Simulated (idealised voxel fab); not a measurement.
This section sets out a process module, namely voxel lift off.
Xsec cut, 225 nm wide, square cell size 5 nm.
Throughout this document, each cross-section is represented as a grid of square cells and is presented as a sequence of bands enumerated from the top downward, where a band comprises one or more rows of cells.
Each band's line starts with the height of the band's top and of its bottom, in nm. Then come its materials from left to right, each with its width in nm. One material with "all across" fills the band from edge to edge. "air" is empty space.
Basically, 0 is our baseline, since under it the wafer straight out of the box is all one material. The bottom band has no lower end and keeps on going down, so it looks like "0 down".
Note: "30..40" means the width goes from the first number (top row of the band) to the second number (bottom row) in equal steps per row of cells.
A step reported as "nothing got changed" is a step in which no cell of the cross-section changed.
Entry "Fully closed voids". Content: empty spaces with no open connection to the top, size 8 cells or greater. Each: width x height at distance. Distance: from left edge. Unit: nm.
after a step's settings: what the simulator itself notes on the step
If you see "overlay nm" on a step's line and that step has a mask, it's telling you how far right of where it was planned the mask ended up; a negative number means it went left instead.

HERE'S WHAT THE PLANNED PROCESS STEPS LOOK LIKE
step 1: op RECEIVE | material Si
step 2: op CONFORMAL_DEP | material SiO2 | thk nm 10
step 3: op PATTERN | tone open | mask id LINES | material resist | width nm 20 | pitch nm 50 | thk nm 20 | overlay nm 0
step 4: op DIRECTIONAL_DEP | material Ru | thk nm 5
step 5: op STRIP | etch materials resist
step 6: op CONFORMAL_DEP | material SiO2 | thk nm 5
Where the wafers of this document differ is in the thk nm of step 4; they start out the same, and the plan states the value that applied to the first wafer.

RECEIVED WAFERS, FIRST OF SEVERAL: CROSS-SECTION AFTER STEP 1
  0 down  Si all across
  Fully closed voids: none

END OF MODULE: CROSS-SECTION OF THE FIRST OF SEVERAL WAFERS AFTER STEP 6, THE LAST STEP
  20 to 15  70 air | 30 SiO2 | 20 air | 30 SiO2 | 75 air
  15 to 10  75 SiO2 | 20 Ru | 30 SiO2 | 20 Ru | 80 SiO2
  10 to 0  SiO2 all across
  0 down  Si all across
  Fully closed voids: none

THE MODULE'S END: A CROSS-SECTION OF THE LAST WAFER
  30 to 25  70 air | 30 SiO2 | 20 air | 30 SiO2 | 75 air
  25 to 15  70 air | 5 SiO2 | 20 Ru | 5 SiO2 | 20 air | 5 SiO2 | 20 Ru | 5 SiO2 | 75 air
  15 to 10  75 SiO2 | 20 Ru | 30 SiO2 | 20 Ru | 80 SiO2
  10 to 0  SiO2 all across
  0 down  Si all across
  Fully closed voids: none

EVERY ROW IN THIS TABLE IS A WAFER AT THE END OF THE MODULE, AND IT GIVES, FOR EACH OF THE MATERIALS, THE CELLS THAT WAFER HAS GAINED (+) OR LOST (-) SINCE IT WAS RECEIVED, THEN ITS CLOSED VOIDS
thk nm 5; +8 Ru; +139 SiO2; Fully closed voids: none
thk nm 10; +16 Ru; +143 SiO2; Fully closed voids: none
thk nm 15; +24 Ru; +147 SiO2; Fully closed voids: none
